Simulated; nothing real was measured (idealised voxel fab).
Process module heading - voxel transistor to metal
We display cut, a cross-section 215 nm in width whose square cells are each 5 nm.
The cross-sections in this document take the form of a grid made of square cells. They are written out as bands, in order from top to bottom. Each band consists of one or more rows of cells.
The band entry comprises the height of the band's top followed by the height of its bottom, expressed in nm, and subsequently the band's materials from left to right, each stated together with its width in nm. Where a single material is marked with the word "all across", that material fills the band from edge to edge. The word "empty" represents empty space.
Where do heights start? At 0: under that level the wafer as delivered is made of one material only. And the lowest band has no floor; it just carries on downward, as in "0..down".
A width given as "30 to 40" starts at the first number in the band's top row and ends at the second number in its bottom row, shifting by an equal amount at every step from row to row.
"no change occurred" after a step means that no cell of the cross-section changed.
This entry, "Fully sealed cavities", enumerates those empty regions of no fewer than 8 cells that possess no open connection to the top. Each region is reported in the form width x height at distance, the distance being taken from the left edge, with all three quantities expressed in nm.
What comes after the settings on a step's line is commentary from the simulator itself on that step.
A step line may carry the setting "overlay nm", which, for steps involving a mask, states the distance by which the mask lay to the right of its intended position; negative values denote displacement to the left.
## Process steps - plan
1. RECEIVE: material Si
2. CONFORMAL_DEP: material SiO2, thk nm 5
3. CONFORMAL_DEP: material SiN, thk nm 15
4. MASKED_ETCH: tone cover, mask id ACTIVE, width nm 100, etch materials SiN, depth nm 15, overlay nm 0
5. MASKED_ETCH: tone cover, mask id ACTIVE, width nm 100, etch materials SiO2, depth nm 5, overlay nm 0
6. MASKED_ETCH: tone cover, mask id ACTIVE, width nm 100, etch materials Si, depth nm 20, overlay nm 0
7. OXIDIZE: depth nm 5
8. FILL_DEP: material SiO2, thk nm 10
9. CMP: height nm 20
10. SELECTIVE_ETCH: etch materials SiO2, depth nm 10
11. STRIP: etch materials SiN
12. SELECTIVE_ETCH: etch materials SiO2, depth nm 5
13. OXIDIZE: depth nm 5
14. DIRECTIONAL_DEP: material polySi, thk nm 30
15. DIRECTIONAL_DEP: material SiCN, thk nm 15
16. DIRECTIONAL_DEP: material aC, thk nm 10
17. PATTERN: tone cover, mask id GATE, material resist, width nm 20, thk nm 25, overlay nm 0
18. DIRECTIONAL_ETCH: etch materials aC, depth nm 10
19. STRIP: etch materials resist
20. DIRECTIONAL_ETCH: etch materials SiCN, depth nm 25
21. DIRECTIONAL_ETCH: etch materials polySi, depth nm 40
22. STRIP: etch materials aC
23. CONFORMAL_DEP: material SiO2, thk nm 5
24. DIRECTIONAL_ETCH: etch materials SiO2, depth nm 5
25. CONFORMAL_DEP: material SiN, thk nm 10
26. DIRECTIONAL_ETCH: etch materials SiN, depth nm 10
27. DIRECTIONAL_ETCH: etch materials SiO2, depth nm 5
28. EPI: material SiGe, thk nm 5
29. FILL_DEP: material SiO2, thk nm 10
30. CMP: height nm 45
31. DIRECTIONAL_DEP: material SiO2, thk nm 15
32. DIRECTIONAL_DEP: material aC, thk nm 10
33. PATTERN: tone open, mask id CONTACT, material resist, width nm 30, pitch nm 60, thk nm 30, overlay nm 0
34. DIRECTIONAL_ETCH: etch materials aC, depth nm 10
35. STRIP: etch materials resist
36. DIRECTIONAL_ETCH: etch materials SiO2, depth nm 60
37. STRIP: etch materials aC
38. CONFORMAL_DEP: material TiN, thk nm 5
39. FILL_DEP: material Ru, thk nm 5
40. CMP: height nm 60
41. DIRECTIONAL_DEP: material TiN, thk nm 5
42. DIRECTIONAL_DEP: material Ru, thk nm 15
43. MASKED_ETCH: tone cover, mask id METAL_1, width nm 20, pitch nm 70, etch materials Ru, depth nm 15, overlay nm 0
44. MASKED_ETCH: tone cover, mask id METAL_1, width nm 20, pitch nm 70, etch materials TiN, depth nm 5, overlay nm 0
45. CONFORMAL_DEP: material SiN, thk nm 5
46. FILL_DEP: material lowk, thk nm 5
47. CMP: height nm 80
48. CONFORMAL_DEP: material SiCN, thk nm 5
49. DIRECTIONAL_DEP: material SiO2, thk nm 25
50. MASKED_ETCH: tone open, mask id METAL_2, width nm 20, pitch nm 70, etch materials SiO2, depth nm 15, overlay nm 0
51. MASKED_ETCH: tone open, mask id METAL_2_HOLES, width nm 15, pitch nm 70, etch materials SiO2, depth nm 10, overlay nm 0
52. MASKED_ETCH: tone open, mask id METAL_2_HOLES, width nm 15, pitch nm 70, etch materials SiCN, depth nm 5, overlay nm 0
53. CONFORMAL_DEP: material TiN, thk nm 5
54. FILL_DEP: material Cu, thk nm 5
55. CMP: height nm 110
56. CONFORMAL_DEP: material SiCN, thk nm 5
## First of two wafers - as planned
## Shown in cross-section is the wafer as received, that is, as it stands after step 1
* 0..down | Si all across
* Fully sealed cavities: none
## Cross-section: wafer state after step 2
* 5..0 | SiO2 all across
* At heights below 0, the structure remains unaltered.
## Cross-section: wafer state after step 3
* 20..5 | SiN all across
* At heights below 5, the structure remains unaltered.
## Cross-section: wafer state after step 4
* 20..5 | empty (55); SiN (100); empty (60)
* At heights below 5, the structure remains unaltered.
## Cross-section: wafer state after step 5
* 20..5 | empty (55); SiN (100); empty (60)
* 5..0 | empty (55); SiO2 (100); empty (60)
* At heights below 0, the structure remains unaltered.
## Cross-section: wafer state after step 6
* 20..5 | empty (55); SiN (100); empty (60)
* 5..0 | empty (55); SiO2 (100); empty (60)
* 0..-20 | empty (55); Si (100); empty (60)
* At heights below -20, the structure remains unaltered.
## Cross-section: wafer state after step 7
* 20..5 | empty (55); SiN (100); empty (60)
* 5..0 | empty (55); SiO2 (100); empty (60)
* 0..-20 | empty (55); SiO2 (5); Si (90); SiO2 (5); empty (60)
* -20..-25 | SiO2 (60); Si (90); SiO2 (65)
* At heights below -25, the structure remains unaltered.
## Cross-section: wafer state after step 8
* 30..20 | SiO2 all across
* 20..5 | SiO2 (55); SiN (100); SiO2 (60)
* 5..0 | SiO2 all across
* 0..-25 | SiO2 (60); Si (90); SiO2 (65)
* At heights below -25, the structure remains unaltered.
## Cross-section: wafer state after step 9
* 20..5 | SiO2 (55); SiN (100); SiO2 (60)
* At heights below 5, the structure remains unaltered.
## Cross-section: wafer state after step 10
* 20..10 | empty (55); SiN (100); empty (60)
* At heights below 10, the structure remains unaltered.
## Cross-section: wafer state after step 11
* 10..5 | SiO2 (55); empty (100); SiO2 (60)
* At heights below 5, the structure remains unaltered.
## Cross-section: wafer state after step 12
* 5..0 | SiO2 (50); empty (110); SiO2 (55)
* At heights below 0, the structure remains unaltered.
## Cross-section: wafer state after step 13
* 5..0 | SiO2 (50); empty (110); SiO2 (55)
* 0..-5 | SiO2 all across
* At heights below -5, the structure remains unaltered.
## Cross-section: wafer state after step 14
* 35..30 | polySi (50); empty (110); polySi (55)
* 30..5 | polySi all across
* 5..0 | SiO2 (50); polySi (110); SiO2 (55)
* At heights below 0, the structure remains unaltered.
## Cross-section: wafer state after step 15
* 50..45 | SiCN (50); empty (110); SiCN (55)
* 45..35 | SiCN all across
* 35..30 | polySi (50); SiCN (110); polySi (55)
* At heights below 30, the structure remains unaltered.
## Cross-section: wafer state after step 16
* 60..55 | aC (50); empty (110); aC (55)
* 55..50 | aC all across
* 50..45 | SiCN (50); aC (110); SiCN (55)
* At heights below 45, the structure remains unaltered.
## Cross-section: wafer state after step 17
* 85..60 | empty (95); resist (20); empty (100)
* 60..55 | aC (50); empty (45); resist (20); empty (45); aC (55)
* At heights below 55, the structure remains unaltered.
## Cross-section: wafer state after step 18
* 75..55 | empty (95); resist (20); empty (100)
* 55..50 | empty (95); aC (20); empty (100)
* 50..45 | SiCN (50); empty (45); aC (20); empty (45); SiCN (55)
* At heights below 45, the structure remains unaltered.
## Cross-section: wafer state after step 19
* 55..50 | empty (95); aC (20); empty (100)
* At heights below 50, the structure remains unaltered.
## Cross-section: wafer state after step 20
* 55..45 | empty (95); aC (20); empty (100)
* 45..35 | empty (95); SiCN (20); empty (100)
* 35..30 | polySi (50); empty (45); SiCN (20); empty (45); polySi (55)
* At heights below 30, the structure remains unaltered.
## Cross-section: wafer state after step 21
* 55..45 | empty (95); aC (20); empty (100)
* 45..30 | empty (95); SiCN (20); empty (100)
* 30..5 | empty (95); polySi (20); empty (100)
* 5..0 | SiO2 (50); empty (45); polySi (20); empty (45); SiO2 (55)
* At heights below 0, the structure remains unaltered.
## Cross-section: wafer state after step 22
* 45..30 | empty (95); SiCN (20); empty (100)
* At heights below 30, the structure remains unaltered.
## Cross-section: wafer state after step 23
* 50..45 | empty (90); SiO2 (30); empty (95)
* 45..30 | empty (90); SiO2 (5); SiCN (20); SiO2 (5); empty (95)
* 30..10 | empty (90); SiO2 (5); polySi (20); SiO2 (5); empty (95)
* 10..5 | SiO2 (55); empty (35); SiO2 (5); polySi (20); SiO2 (5); empty (35); SiO2 (60)
* 5..0 | SiO2 (95); polySi (20); SiO2 (100)
* At heights below 0, the structure remains unaltered.
## Cross-section: wafer state after step 24
* 45..30 | empty (90); SiO2 (5); SiCN (20); SiO2 (5); empty (95)
* 30..5 | empty (90); SiO2 (5); polySi (20); SiO2 (5); empty (95)
* 5..0 | SiO2 (55); empty (35); SiO2 (5); polySi (20); SiO2 (5); empty (35); SiO2 (60)
* At heights below 0, the structure remains unaltered.
## Cross-section: wafer state after step 25
* 55..45 | empty (80); SiN (50); empty (85)
* 45..30 | empty (80); SiN (10); SiO2 (5); SiCN (20); SiO2 (5); SiN (10); empty (85)
* 30..15 | empty (80); SiN (10); SiO2 (5); polySi (20); SiO2 (5); SiN (10); empty (85)
* 15..10 | SiN (65); empty (15); SiN (10); SiO2 (5); polySi (20); SiO2 (5); SiN (10); empty (15); SiN (70)
* 10..5 | SiN (90); SiO2 (5); polySi (20); SiO2 (5); SiN (95)
* 5..0 | SiO2 (55); SiN (35); SiO2 (5); polySi (20); SiO2 (5); SiN (35); SiO2 (60)
* At heights below 0, the structure remains unaltered.
## Cross-section: wafer state after step 26
* 45..30 | empty (80); SiN (10); SiO2 (5); SiCN (20); SiO2 (5); SiN (10); empty (85)
* 30..5 | empty (80); SiN (10); SiO2 (5); polySi (20); SiO2 (5); SiN (10); empty (85)
* 5..0 | SiO2 (55); SiN (10); empty (15); SiN (10); SiO2 (5); polySi (20); SiO2 (5); SiN (10); empty (15); SiN (10); SiO2 (60)
* At heights below 0, the structure remains unaltered.
## Cross-section: wafer state after step 27
* 45..40 | empty (80); SiN (10); empty (5); SiCN (20); empty (5); SiN (10); empty (85)
* 40..30 | empty (80); SiN (10); SiO2 (5); SiCN (20); SiO2 (5); SiN (10); empty (85)
* 30..5 | empty (80); SiN (10); SiO2 (5); polySi (20); SiO2 (5); SiN (10); empty (85)
* 5..0 | empty (55); SiN (10); empty (15); SiN (10); SiO2 (5); polySi (20); SiO2 (5); SiN (10); empty (15); SiN (10); empty (60)
* 0..-5 | SiO2 (65); empty (15); SiO2 (50); empty (15); SiO2 (70)
* At heights below -5, the structure remains unaltered.
## Cross-section: wafer state after step 28
* 45..40 | empty (80); SiN (10); empty (5); SiCN (20); empty (5); SiN (10); empty (85)
* 40..30 | empty (80); SiN (10); SiO2 (5); SiCN (20); SiO2 (5); SiN (10); empty (85)
* 30..5 | empty (80); SiN (10); SiO2 (5); polySi (20); SiO2 (5); SiN (10); empty (85)
* 5..0 | empty (55); SiN (10); empty (15); SiN (10); SiO2 (5); polySi (20); SiO2 (5); SiN (10); empty (15); SiN (10); empty (60)
* 0..-5 | SiO2 (65); SiGe (15); SiO2 (50); SiGe (15); SiO2 (70)
* At heights below -5, the structure remains unaltered.
## Cross-section: wafer state after step 29
* 55..45 | SiO2 all across
* 45..30 | SiO2 (80); SiN (10); SiO2 (5); SiCN (20); SiO2 (5); SiN (10); SiO2 (85)
* 30..5 | SiO2 (80); SiN (10); SiO2 (5); polySi (20); SiO2 (5); SiN (10); SiO2 (85)
* 5..0 | SiO2 (55); SiN (10); SiO2 (15); SiN (10); SiO2 (5); polySi (20); SiO2 (5); SiN (10); SiO2 (15); SiN (10); SiO2 (60)
* At heights below 0, the structure remains unaltered.
## Cross-section: wafer state after step 30
* 45..30 | SiO2 (80); SiN (10); SiO2 (5); SiCN (20); SiO2 (5); SiN (10); SiO2 (85)
* At heights below 30, the structure remains unaltered.
## Cross-section: wafer state after step 31
* 60..45 | SiO2 all across
* At heights below 45, the structure remains unaltered.
## Cross-section: wafer state after step 32
* 70..60 | aC all across
* At heights below 60, the structure remains unaltered.
## Cross-section: wafer state after step 33
* 100..70 | resist (60); empty (30); resist (30); empty (30); resist (65)
* At heights below 70, the structure remains unaltered.
## Cross-section: wafer state after step 34
* 90..70 | resist (60); empty (30); resist (30); empty (30); resist (65)
* 70..60 | aC (60); empty (30); aC (30); empty (30); aC (65)
* At heights below 60, the structure remains unaltered.
## Cross-section: wafer state after step 35
* 70..60 | aC (60); empty (30); aC (30); empty (30); aC (65)
* At heights below 60, the structure remains unaltered.
## Cross-section: wafer state after step 36
* 70..60 | aC (60); empty (30); aC (30); empty (30); aC (65)
* 60..45 | SiO2 (60); empty (30); SiO2 (30); empty (30); SiO2 (65)
* 45..30 | SiO2 (60); empty (20); SiN (10); SiO2 (5); SiCN (20); SiO2 (5); SiN (10); empty (20); SiO2 (65)
* 30..5 | SiO2 (60); empty (20); SiN (10); SiO2 (5); polySi (20); SiO2 (5); SiN (10); empty (20); SiO2 (65)
* 5..0 | SiO2 (55); SiN (10); empty (15); SiN (10); SiO2 (5); polySi (20); SiO2 (5); SiN (10); empty (15); SiN (10); SiO2 (60)
* At heights below 0, the structure remains unaltered.
## Cross-section: wafer state after step 37
* 60..45 | SiO2 (60); empty (30); SiO2 (30); empty (30); SiO2 (65)
* At heights below 45, the structure remains unaltered.
## Cross-section: wafer state after step 38
* 65..60 | TiN (65); empty (20); TiN (40); empty (20); TiN (70)
* 60..50 | SiO2 (60); TiN (5); empty (20); TiN (5); SiO2 (30); TiN (5); empty (20); TiN (5); SiO2 (65)
* 50..45 | SiO2 (60); TiN (5); empty (10); TiN (15); SiO2 (30); TiN (15); empty (10); TiN (5); SiO2 (65)
* 45..30 | SiO2 (60); TiN (5); empty (10); TiN (5); SiN (10); SiO2 (5); SiCN (20); SiO2 (5); SiN (10); TiN (5); empty (10); TiN (5); SiO2 (65)
* 30..10 | SiO2 (60); TiN (5); empty (10); TiN (5); SiN (10); SiO2 (5); polySi (20); SiO2 (5); SiN (10); TiN (5); empty (10); TiN (5); SiO2 (65)
* 10..5 | SiO2 (60); TiN (10); empty (5); TiN (5); SiN (10); SiO2 (5); polySi (20); SiO2 (5); SiN (10); TiN (5); empty (5); TiN (10); SiO2 (65)
* 5..0 | SiO2 (55); SiN (10); TiN (15); SiN (10); SiO2 (5); polySi (20); SiO2 (5); SiN (10); TiN (15); SiN (10); SiO2 (60)
* At heights below 0, the structure remains unaltered.
## Cross-section: wafer state after step 39
* 70..65 | Ru all across
* 65..60 | TiN (65); Ru (20); TiN (40); Ru (20); TiN (70)
* 60..50 | SiO2 (60); TiN (5); Ru (20); TiN (5); SiO2 (30); TiN (5); Ru (20); TiN (5); SiO2 (65)
* 50..45 | SiO2 (60); TiN (5); Ru (10); TiN (15); SiO2 (30); TiN (15); Ru (10); TiN (5); SiO2 (65)
* 45..30 | SiO2 (60); TiN (5); Ru (10); TiN (5); SiN (10); SiO2 (5); SiCN (20); SiO2 (5); SiN (10); TiN (5); Ru (10); TiN (5); SiO2 (65)
* 30..10 | SiO2 (60); TiN (5); Ru (10); TiN (5); SiN (10); SiO2 (5); polySi (20); SiO2 (5); SiN (10); TiN (5); Ru (10); TiN (5); SiO2 (65)
* 10..5 | SiO2 (60); TiN (10); Ru (5); TiN (5); SiN (10); SiO2 (5); polySi (20); SiO2 (5); SiN (10); TiN (5); Ru (5); TiN (10); SiO2 (65)
* At heights below 5, the structure remains unaltered.
## Cross-section: wafer state after step 40
* 60..50 | SiO2 (60); TiN (5); Ru (20); TiN (5); SiO2 (30); TiN (5); Ru (20); TiN (5); SiO2 (65)
* At heights below 50, the structure remains unaltered.
## Cross-section: wafer state after step 41
* 65..60 | TiN all across
* At heights below 60, the structure remains unaltered.
## Cross-section: wafer state after step 42
* 80..65 | Ru all across
* At heights below 65, the structure remains unaltered.
## Cross-section: wafer state after step 43
* 80..65 | empty (60); Ru (20); empty (50); Ru (20); empty (65)
* At heights below 65, the structure remains unaltered.
## Cross-section: wafer state after step 44
* 80..65 | empty (60); Ru (20); empty (50); Ru (20); empty (65)
* 65..60 | empty (60); TiN (20); empty (50); TiN (20); empty (65)
* At heights below 60, the structure remains unaltered.
## Cross-section: wafer state after step 45
* 85..80 | empty (55); SiN (30); empty (40); SiN (30); empty (60)
* 80..65 | empty (55); SiN (5); Ru (20); SiN (5); empty (40); SiN (5); Ru (20); SiN (5); empty (60)
* 65..60 | SiN (60); TiN (20); SiN (50); TiN (20); SiN (65)
* At heights below 60, the structure remains unaltered.
## Cross-section: wafer state after step 46
* 90..85 | lowk all across
* 85..80 | lowk (55); SiN (30); lowk (40); SiN (30); lowk (60)
* 80..65 | lowk (55); SiN (5); Ru (20); SiN (5); lowk (40); SiN (5); Ru (20); SiN (5); lowk (60)
* At heights below 65, the structure remains unaltered.
## Cross-section: wafer state after step 47
* 80..65 | lowk (55); SiN (5); Ru (20); SiN (5); lowk (40); SiN (5); Ru (20); SiN (5); lowk (60)
* At heights below 65, the structure remains unaltered.
## Cross-section: wafer state after step 48
* 85..80 | SiCN all across
* At heights below 80, the structure remains unaltered.
## Cross-section: wafer state after step 49
* 110..85 | SiO2 all across
* At heights below 85, the structure remains unaltered.
## Cross-section: wafer state after step 50
* 110..95 | SiO2 (60); empty (20); SiO2 (50); empty (20); SiO2 (65)
* At heights below 95, the structure remains unaltered.
## Cross-section: wafer state after step 51
* 110..95 | SiO2 (60); empty (20); SiO2 (50); empty (20); SiO2 (65)
* 95..85 | SiO2 (60); empty (15); SiO2 (55); empty (15); SiO2 (70)
* At heights below 85, the structure remains unaltered.
## Cross-section: wafer state after step 52
* 110..95 | SiO2 (60); empty (20); SiO2 (50); empty (20); SiO2 (65)
* 95..85 | SiO2 (60); empty (15); SiO2 (55); empty (15); SiO2 (70)
* 85..80 | SiCN (60); empty (15); SiCN (55); empty (15); SiCN (70)
* At heights below 80, the structure remains unaltered.
## Cross-section: wafer state after step 53
* 115..110 | TiN (65); empty (10); TiN (60); empty (10); TiN (70)
* 110..100 | SiO2 (60); TiN (5); empty (10); TiN (5); SiO2 (50); TiN (5); empty (10); TiN (5); SiO2 (65)
* 100..95 | SiO2 (60); TiN (5); empty (5); TiN (10); SiO2 (50); TiN (5); empty (5); TiN (10); SiO2 (65)
* 95..85 | SiO2 (60); TiN (5); empty (5); TiN (5); SiO2 (55); TiN (5); empty (5); TiN (5); SiO2 (70)
* 85..80 | SiCN (60); TiN (15); SiCN (55); TiN (15); SiCN (70)
* At heights below 80, the structure remains unaltered.
## Cross-section: wafer state after step 54
* 120..115 | Cu all across
* 115..110 | TiN (65); Cu (10); TiN (60); Cu (10); TiN (70)
* 110..100 | SiO2 (60); TiN (5); Cu (10); TiN (5); SiO2 (50); TiN (5); Cu (10); TiN (5); SiO2 (65)
* 100..95 | SiO2 (60); TiN (5); Cu (5); TiN (10); SiO2 (50); TiN (5); Cu (5); TiN (10); SiO2 (65)
* 95..85 | SiO2 (60); TiN (5); Cu (5); TiN (5); SiO2 (55); TiN (5); Cu (5); TiN (5); SiO2 (70)
* At heights below 85, the structure remains unaltered.
## Cross-section: wafer state after step 55
* 110..100 | SiO2 (60); TiN (5); Cu (10); TiN (5); SiO2 (50); TiN (5); Cu (10); TiN (5); SiO2 (65)
* At heights below 100, the structure remains unaltered.
## Cross-section: wafer state after step 56
* 115..110 | SiCN all across
* At heights below 110, the structure remains unaltered.
## What follows concerns the second wafer, which started out like the first and was meant to follow the very same plan; one mistake crept in when it was run, but everything up to and including step 54 is the same as for the first wafer
## Second wafer cross-section, taken as of the time the plan sets for step 55 to be done
* 115..110 | TiN (65); Cu (10); TiN (60); Cu (10); TiN (70)
* At heights below 110, the structure remains unaltered.
## Second wafer cross-section, taken as of the time the plan sets for step 56 to be done
* 120..115 | SiCN all across
* At heights below 115, the structure remains unaltered.
What went wrong in running the wafer? rather than as planned, step 55 actually ran as CMP: height nm 115
Final tally in cells, some materials are higher or lower on the second wafer than on the first: 4 more of Cu, 39 more of TiN
